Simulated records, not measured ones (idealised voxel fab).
Herein follows the process module entitled voxel gate over fins.
Cross-section cut spans 180 nm and uses square cells 5 nm in size.
The cross-sections in this document take the form of a grid made of square cells. They are written out as bands, in order from top to bottom. Each band consists of one or more rows of cells.
Within each band entry, the heights of the top and of the bottom of the band appear first, in that order and in nm; the materials of the band then follow from left to right, each with its corresponding width in nm. The designation "all across" on a single material indicates that it fills the band from edge to edge; the designation "air" indicates empty space.
Note: height 0 marks the level under which the wafer is uniformly one material as received. Lowest band unbounded below, written "0..down".
Width: "30->40" (first number = top row, second number = bottom row, same change from row to row of cells).
Where a step carries "all unchanged", the cross-section came out of it unchanged, cell for cell.
For the entry "Closed internal voids", the listed items are empty spaces with no open way to the top whose size is 8 cells or more; each item follows the pattern width x height at distance, where distance is from the left edge and all three are in nm.
Step line, after settings: the simulator's comment on this step.
overlay nm: mask offset rightward from planned place, masked step; negative means leftward offset.
Planned step list for the process
1. RECEIVE | material Si
2. CONFORMAL_DEP | material SiN | thk nm 10
3. PATTERN | tone cover | mask id FINS | material resist | width nm 15 | pitch nm 35 | thk nm 20 | overlay nm 0
4. DIRECTIONAL_ETCH | etch materials SiN | depth nm 10
5. DIRECTIONAL_ETCH | etch materials Si | depth nm 35
6. STRIP | etch materials resist
7. OXIDIZE | depth nm 5
8. FILL_DEP | material SiO2 | thk nm 5
9. CMP | height nm 10
10. SELECTIVE_ETCH | etch materials SiO2 | depth nm 25
11. STRIP | etch materials SiN
12. CONFORMAL_DEP | material HfO2 | thk nm 5
13. CONFORMAL_DEP | material TiN | thk nm 5
14. FILL_DEP | material W | thk nm 10
15. CMP | height nm 15
16. CONFORMAL_DEP | material SiN | thk nm 5
first wafer, as planned
Cross-section of the wafer as it came to us, i.e., already through step 1
0..down = Si all across
Closed internal voids: none
Wafer after step 2 (cross-section)
10..0 = SiN all across
No changes below 0.
Wafer after step 3 (cross-section)
30..10 = air (30); resist (15); air (20); resist (15); air (20); resist (15); air (20); resist (15); air (30)
No changes below 10.
Wafer after step 4 (cross-section)
30..10 = air (30); resist (15); air (20); resist (15); air (20); resist (15); air (20); resist (15); air (30)
10..0 = air (30); SiN (15); air (20); SiN (15); air (20); SiN (15); air (20); SiN (15); air (30)
No changes below 0.
Wafer after step 5 (cross-section)
30..10 = air (30); resist (15); air (20); resist (15); air (20); resist (15); air (20); resist (15); air (30)
10..0 = air (30); SiN (15); air (20); SiN (15); air (20); SiN (15); air (20); SiN (15); air (30)
0..-35 = air (30); Si (15); air (20); Si (15); air (20); Si (15); air (20); Si (15); air (30)
No changes below -35.
Wafer after step 6 (cross-section)
10..0 = air (30); SiN (15); air (20); SiN (15); air (20); SiN (15); air (20); SiN (15); air (30)
No changes below 0.
Wafer after step 7 (cross-section)
10..0 = air (30); SiN (15); air (20); SiN (15); air (20); SiN (15); air (20); SiN (15); air (30)
0..-35 = air (30); SiO2 (5); Si (5); SiO2 (5); air (20); SiO2 (5); Si (5); SiO2 (5); air (20); SiO2 (5); Si (5); SiO2 (5); air (20); SiO2 (5); Si (5); SiO2 (5); air (30)
-35..-40 = SiO2 (35); Si (5); SiO2 (30); Si (5); SiO2 (30); Si (5); SiO2 (30); Si (5); SiO2 (35)
No changes below -40.
Wafer after step 8 (cross-section)
15..10 = SiO2 all across
10..0 = SiO2 (30); SiN (15); SiO2 (20); SiN (15); SiO2 (20); SiN (15); SiO2 (20); SiN (15); SiO2 (30)
0..-40 = SiO2 (35); Si (5); SiO2 (30); Si (5); SiO2 (30); Si (5); SiO2 (30); Si (5); SiO2 (35)
No changes below -40.
Wafer after step 9 (cross-section)
10..0 = SiO2 (30); SiN (15); SiO2 (20); SiN (15); SiO2 (20); SiN (15); SiO2 (20); SiN (15); SiO2 (30)
No changes below 0.
Wafer after step 10 (cross-section)
10..0 = air (30); SiN (15); air (20); SiN (15); air (20); SiN (15); air (20); SiN (15); air (30)
0..-15 = air (35); Si (5); air (30); Si (5); air (30); Si (5); air (30); Si (5); air (35)
No changes below -15.
Wafer after step 11 (cross-section)
0..-15 = air (35); Si (5); air (30); Si (5); air (30); Si (5); air (30); Si (5); air (35)
No changes below -15.
Wafer after step 12 (cross-section)
5..0 = air (30); HfO2 (15); air (20); HfO2 (15); air (20); HfO2 (15); air (20); HfO2 (15); air (30)
0..-10 = air (30); HfO2 (5); Si (5); HfO2 (5); air (20); HfO2 (5); Si (5); HfO2 (5); air (20); HfO2 (5); Si (5); HfO2 (5); air (20); HfO2 (5); Si (5); HfO2 (5); air (30)
-10..-15 = HfO2 (35); Si (5); HfO2 (30); Si (5); HfO2 (30); Si (5); HfO2 (30); Si (5); HfO2 (35)
No changes below -15.
Wafer after step 13 (cross-section)
10..5 = air (25); TiN (25); air (10); TiN (25); air (10); TiN (25); air (10); TiN (25); air (25)
5..0 = air (25); TiN (5); HfO2 (15); TiN (5); air (10); TiN (5); HfO2 (15); TiN (5); air (10); TiN (5); HfO2 (15); TiN (5); air (10); TiN (5); HfO2 (15); TiN (5); air (25)
0..-5 = air (25); TiN (5); HfO2 (5); Si (5); HfO2 (5); TiN (5); air (10); TiN (5); HfO2 (5); Si (5); HfO2 (5); TiN (5); air (10); TiN (5); HfO2 (5); Si (5); HfO2 (5); TiN (5); air (10); TiN (5); HfO2 (5); Si (5); HfO2 (5); TiN (5); air (25)
-5..-10 = TiN (30); HfO2 (5); Si (5); HfO2 (5); TiN (20); HfO2 (5); Si (5); HfO2 (5); TiN (20); HfO2 (5); Si (5); HfO2 (5); TiN (20); HfO2 (5); Si (5); HfO2 (5); TiN (30)
No changes below -10.
Wafer after step 14 (cross-section)
20..10 = W all across
10..5 = W (25); TiN (25); W (10); TiN (25); W (10); TiN (25); W (10); TiN (25); W (25)
5..0 = W (25); TiN (5); HfO2 (15); TiN (5); W (10); TiN (5); HfO2 (15); TiN (5); W (10); TiN (5); HfO2 (15); TiN (5); W (10); TiN (5); HfO2 (15); TiN (5); W (25)
0..-5 = W (25); TiN (5); HfO2 (5); Si (5); HfO2 (5); TiN (5); W (10); TiN (5); HfO2 (5); Si (5); HfO2 (5); TiN (5); W (10); TiN (5); HfO2 (5); Si (5); HfO2 (5); TiN (5); W (10); TiN (5); HfO2 (5); Si (5); HfO2 (5); TiN (5); W (25)
No changes below -5.
Wafer after step 15 (cross-section)
15..10 = W all across
No changes below 10.
Wafer after step 16 (cross-section)
20..15 = SiN all across
No changes below 15.
The second wafer was prepared from the same starting point and under the same plan as the first; its processing contained one mistake, and it remains indistinguishable from the first wafer up to and including step 11
Second wafer, cross-section, planned end of step 12: all unchanged
Second wafer, cross-section, planned end of step 13
5..0 = air (30); TiN (15); air (20); TiN (15); air (20); TiN (15); air (20); TiN (15); air (30)
0..-10 = air (30); TiN (5); Si (5); TiN (5); air (20); TiN (5); Si (5); TiN (5); air (20); TiN (5); Si (5); TiN (5); air (20); TiN (5); Si (5); TiN (5); air (30)
-10..-15 = TiN (35); Si (5); TiN (30); Si (5); TiN (30); Si (5); TiN (30); Si (5); TiN (35)
No changes below -15.
Second wafer, cross-section, planned end of step 14
15..5 = W all across
5..0 = W (30); TiN (15); W (20); TiN (15); W (20); TiN (15); W (20); TiN (15); W (30)
0..-10 = W (30); TiN (5); Si (5); TiN (5); W (20); TiN (5); Si (5); TiN (5); W (20); TiN (5); Si (5); TiN (5); W (20); TiN (5); Si (5); TiN (5); W (30)
No changes below -10.
Second wafer, cross-section, planned end of step 15: all unchanged
Second wafer, cross-section, planned end of step 16
20..15 = SiN all across
No changes below 15.
Diagnosis: step 12 of the plan was omitted and not executed
At the finish, the second wafer shows more or fewer cells for some materials than the first does: -60 HfO2 | +60 W
